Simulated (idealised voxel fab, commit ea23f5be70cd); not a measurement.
process module | voxel wiring stack
cross-section cut | 205 nm wide | cells 5 nm
A cross-section is a grid of square cells, given in bands from the top down. A band is one or more rows of cells.
Each band's line starts with the height of the band's top and of its bottom, in nm. Then come its materials from left to right, each with its width in nm. One material with "throughout" fills the band from edge to edge. "air" is empty space.
Height 0 is the level under which the wafer as received is all one material. The lowest band goes on downwards, as in "0 down".
A width such as "30 to 40" changes by the same amount from each row of cells to the next, from the band's top row to its bottom row.
"no change" after a step means that no cell of the cross-section changed.
closed voids: empty space of 8 cells or more with no open way to the top, each as width x height at its distance from the left edge, in nm
after a step's settings: what the simulator itself notes on the step
overlay nm, on a step with a mask: how far to the right of its planned place the mask lay; to the left if negative
plan
1 op RECEIVE | material Si
2 op CONFORMAL_DEP | material SiO2 | thk nm 15
3 op CONFORMAL_DEP | material SiCN | thk nm 5
4 op DIRECTIONAL_DEP | material SiO2 | thk nm 25
5 op PATTERN | tone open | mask id METAL_1 | material resist | width nm 30 | pitch nm 45 | thk nm 15 | overlay nm 0
6 op DIRECTIONAL_ETCH | etch materials SiO2 | depth nm 15
7 op DIRECTIONAL_ETCH | etch materials SiCN | depth nm 5
8 op STRIP | etch materials resist
9 op CONFORMAL_DEP | material TiN | thk nm 5
10 op FILL_DEP | material Ru | thk nm 10
11 op CMP | height nm 45
12 op CONFORMAL_DEP | material SiCN | thk nm 5
13 op DIRECTIONAL_DEP | material lowk | thk nm 15
14 op DIRECTIONAL_DEP | material aC | thk nm 10
15 op PATTERN | tone open | mask id PLUG_1 | material resist | width nm 15 | pitch nm 45 | thk nm 25 | overlay nm 0
16 op DIRECTIONAL_ETCH | etch materials aC | depth nm 10
17 op STRIP | etch materials resist
18 op DIRECTIONAL_ETCH | etch materials lowk | depth nm 15
19 op DIRECTIONAL_ETCH | etch materials SiCN | depth nm 5
20 op STRIP | etch materials aC
21 op EPI | material Ru | thk nm 10
22 op EPI | material Ru | thk nm 10
23 op DIRECTIONAL_DEP | material TiN | thk nm 5
24 op DIRECTIONAL_DEP | material W | thk nm 15
25 op DIRECTIONAL_DEP | material aC | thk nm 15
26 op PATTERN | tone cover | mask id METAL_2 | material resist | width nm 30 | pitch nm 45 | thk nm 30 | overlay nm 0
27 op DIRECTIONAL_ETCH | etch materials aC | depth nm 15
28 op STRIP | etch materials resist
29 op DIRECTIONAL_ETCH | etch materials W | depth nm 15
30 op DIRECTIONAL_ETCH | etch materials TiN | depth nm 5
31 op STRIP | etch materials aC
32 op FILL_DEP | material SiO2 | thk nm 5
33 op CMP | height nm 85
34 op CONFORMAL_DEP | material SiCN | thk nm 5
35 op DIRECTIONAL_DEP | material lowk | thk nm 30
36 op PATTERN | tone open | mask id METAL_3 | material resist | width nm 30 | pitch nm 45 | thk nm 15 | overlay nm 0
37 op DIRECTIONAL_ETCH | etch materials lowk | depth nm 15
38 op STRIP | etch materials resist
39 op MASKED_ETCH | tone open | mask id METAL_3_HOLES | width nm 15 | etch materials lowk | depth nm 15 | overlay nm 0
40 op MASKED_ETCH | tone open | mask id METAL_3_HOLES | width nm 15 | etch materials SiCN | depth nm 5 | overlay nm 0
41 op CONFORMAL_DEP | material TiN | thk nm 5
42 op FILL_DEP | material Cu | thk nm 10
43 op CMP | height nm 120
44 op CONFORMAL_DEP | material SiCN | thk nm 5
45 op DIRECTIONAL_DEP | material lowk | thk nm 30
46 op DIRECTIONAL_DEP | material aC | thk nm 10
47 op PATTERN | tone open | mask id METAL_4 | material resist | width nm 30 | pitch nm 45 | thk nm 30 | overlay nm 0
48 op DIRECTIONAL_ETCH | etch materials aC | depth nm 10
49 op STRIP | etch materials resist
50 op DIRECTIONAL_ETCH | etch materials lowk | depth nm 15
51 op STRIP | etch materials aC
52 op DIRECTIONAL_DEP | material aC | thk nm 10
53 op PATTERN | tone open | mask id METAL_4_HOLES | material resist | width nm 15 | thk nm 30 | overlay nm 0
54 op DIRECTIONAL_ETCH | etch materials aC | depth nm 10
55 op STRIP | etch materials resist
56 op DIRECTIONAL_ETCH | etch materials lowk | depth nm 15
57 op DIRECTIONAL_ETCH | etch materials SiCN | depth nm 5
58 op STRIP | etch materials aC
59 op CONFORMAL_DEP | material TiN | thk nm 5
60 op FILL_DEP | material Cu | thk nm 10
61 op CMP | height nm 155
62 op CONFORMAL_DEP | material SiCN | thk nm 5
varied across the wafers: depth nm of step 6. The plan shows the first wafer's value. All wafers start alike
first wafer as received, after step 1
  0 down: Si throughout
  closed voids: none
first wafer at the end, after step 62
  160 to 155: SiCN throughout
  155 to 145: lowk 65 | TiN 5 | Cu 20 | TiN 5 | lowk 15 | TiN 5 | Cu 20 | TiN 5 | lowk 65
  145 to 140: lowk 65 | TiN 5 | Cu 5 | TiN 20 | lowk 15 | TiN 30 | lowk 65
  140 to 125: lowk 65 | TiN 5 | Cu 5 | TiN 5 | lowk 125
  125 to 120: SiCN 65 | TiN 15 | SiCN 125
  120 to 110: lowk 65 | TiN 5 | Cu 20 | TiN 5 | lowk 15 | TiN 5 | Cu 20 | TiN 5 | lowk 65
  110 to 105: lowk 65 | TiN 5 | Cu 5 | TiN 20 | lowk 15 | TiN 30 | lowk 65
  105 to 90: lowk 65 | TiN 5 | Cu 5 | TiN 5 | lowk 125
  90 to 85: SiCN 65 | TiN 15 | SiCN 125
  85 to 70: SiO2 65 | W 30 | SiO2 15 | W 30 | SiO2 65
  70 to 65: SiO2 65 | TiN 30 | SiO2 15 | TiN 30 | SiO2 65
  65 to 50: lowk 65 | Ru 15 | lowk 30 | Ru 15 | lowk 80
  50 to 45: SiCN 65 | Ru 15 | SiCN 30 | Ru 15 | SiCN 80
  45 to 35: SiO2 65 | TiN 5 | Ru 20 | TiN 5 | SiO2 15 | TiN 5 | Ru 20 | TiN 5 | SiO2 65
  35 to 30: SiO2 65 | TiN 30 | SiO2 15 | TiN 30 | SiO2 65
  30 to 20: SiO2 throughout
  20 to 15: SiCN throughout
  15 to 0: SiO2 throughout
  0 down: Si throughout
  closed voids: none
last wafer at the end
  160 to 155: SiCN throughout
  155 to 145: lowk 65 | TiN 5 | Cu 20 | TiN 5 | lowk 15 | TiN 5 | Cu 20 | TiN 5 | lowk 65
  145 to 140: lowk 65 | TiN 5 | Cu 5 | TiN 20 | lowk 15 | TiN 30 | lowk 65
  140 to 125: lowk 65 | TiN 5 | Cu 5 | TiN 5 | lowk 125
  125 to 120: SiCN 65 | TiN 15 | SiCN 125
  120 to 110: lowk 65 | TiN 5 | Cu 20 | TiN 5 | lowk 15 | TiN 5 | Cu 20 | TiN 5 | lowk 65
  110 to 105: lowk 65 | TiN 5 | Cu 5 | TiN 20 | lowk 15 | TiN 30 | lowk 65
  105 to 90: lowk 65 | TiN 5 | Cu 5 | TiN 5 | lowk 125
  90 to 85: SiCN 65 | TiN 15 | SiCN 125
  85 to 70: SiO2 65 | W 30 | SiO2 15 | W 30 | SiO2 65
  70 to 65: SiO2 65 | TiN 30 | SiO2 15 | TiN 30 | SiO2 65
  65 to 50: lowk 65 | Ru 15 | lowk 30 | Ru 15 | lowk 80
  50 to 45: SiCN 65 | Ru 15 | SiCN 30 | Ru 15 | SiCN 80
  45 to 20: SiO2 65 | TiN 5 | Ru 20 | TiN 5 | SiO2 15 | TiN 5 | Ru 20 | TiN 5 | SiO2 65
  20 to 15: SiCN 65 | TiN 30 | SiCN 15 | TiN 30 | SiCN 65
  15 to 0: SiO2 throughout
  0 down: Si throughout
  closed voids: none
each wafer at the end: cells of each material gained (+) or lost (-) since it was received, then its closed voids
depth nm 15 | +40 Cu | +40 Ru | +193 SiCN | +408 SiO2 | +88 TiN | +36 W | +507 lowk | closed voids: none
depth nm 20 | +40 Cu | +48 Ru | +193 SiCN | +396 SiO2 | +92 TiN | +36 W | +507 lowk | closed voids: none
depth nm 25 | +40 Cu | +64 Ru | +181 SiCN | +384 SiO2 | +100 TiN | +36 W | +507 lowk | closed voids: none
depth nm 30 | +40 Cu | +64 Ru | +181 SiCN | +384 SiO2 | +100 TiN | +36 W | +507 lowk | closed voids: none
depth nm 35 | +40 Cu | +64 Ru | +181 SiCN | +384 SiO2 | +100 TiN | +36 W | +507 lowk | closed voids: none
depth nm 40 | +40 Cu | +64 Ru | +181 SiCN | +384 SiO2 | +100 TiN | +36 W | +507 lowk | closed voids: none
